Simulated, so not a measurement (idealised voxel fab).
Process module in this document: voxel spacer lines
FYI the section here is cut, 155 nm wide, cells are 5 nm squares.
Notation: cross-section as square-cell grid; stated in bands, top first, going down; one or more cell rows per band. Band: top height; bottom height; in nm. Then, left to right: material with width in nm, for each material. "full width": a single material spanning edge to edge. "empty": empty space. For the purposes of this specification, 0 denotes the height below which the wafer in its as-received condition is composed wholly of one material, and the lowermost band, lacking a lower limit, extends downward without end, as expressed in "0 nm and below". The width entry "30..40" should be interpreted row by row: the top row of cells in the band takes the first number, the bottom row takes the second number, and the change between adjacent rows is uniform throughout. The cross-section has no changed cell in any step marked "left unchanged". Empty spaces counting at least 8 cells and having no open way to the top are listed in "Cavities, sealed". The notation width x height at distance is used for each, the distance being from the left edge and all three values in nm. What comes after the settings on a step's line is commentary from the simulator itself on that step. "overlay nm" answers the question of how far to the right of plan the mask lay on a step that has a mask, and when it is negative the answer is to the left.
# Here's what the planned process steps look like
| 1 | RECEIVE | material Si |
| 2 | CONFORMAL_DEP | material Al2O3 | thk nm 10 |
| 3 | DIRECTIONAL_DEP | material W | thk nm 20 |
| 4 | DIRECTIONAL_DEP | material aC | thk nm 30 |
| 5 | PATTERN | tone cover | mask id MANDREL | material resist | width nm 20 | pitch nm 60 | thk nm 40 | overlay nm 0 |
| 6 | DIRECTIONAL_ETCH | etch materials aC | depth nm 30 |
| 7 | STRIP | etch materials resist |
| 8 | CONFORMAL_DEP | material SiN | thk nm 10 |
| 9 | DIRECTIONAL_ETCH | etch materials SiN | depth nm 10 |
| 10 | STRIP | etch materials aC |
| 11 | DIRECTIONAL_ETCH | etch materials W | depth nm 20 |
| 12 | STRIP | etch materials SiN |
# Cross-section, incoming material, after step 1
0 nm and below: Si full width
Cavities, sealed: none
# Cross-section: first of two wafers, module finished, run according to plan
30 nm to 10 nm: empty=25; W=10; empty=20; W=10; empty=20; W=10; empty=20; W=10; empty=30
10 nm to 0 nm: Al2O3 full width
0 nm and below: Si full width
Cavities, sealed: none
# The second wafer, shown in cross-section after the module: started the same way as the first and given the same plan, yet one mistake crept into how it was run
30 nm to 10 nm: empty=20; W=10; empty=30; W=10; empty=10; W=10; empty=30; W=10; empty=25
10 nm to 0 nm: Al2O3 full width
0 nm and below: Si full width
Cavities, sealed: none
So what did we get wrong on this run? step 5 did not use the planned setting and instead ran as PATTERN | tone cover | mask id MANDREL | material resist | width nm 30 | pitch nm 60 | thk nm 40 | overlay nm 0
When the process is done, the second wafer contains the same cell count of every material as the first wafer, but distributed over other locations.
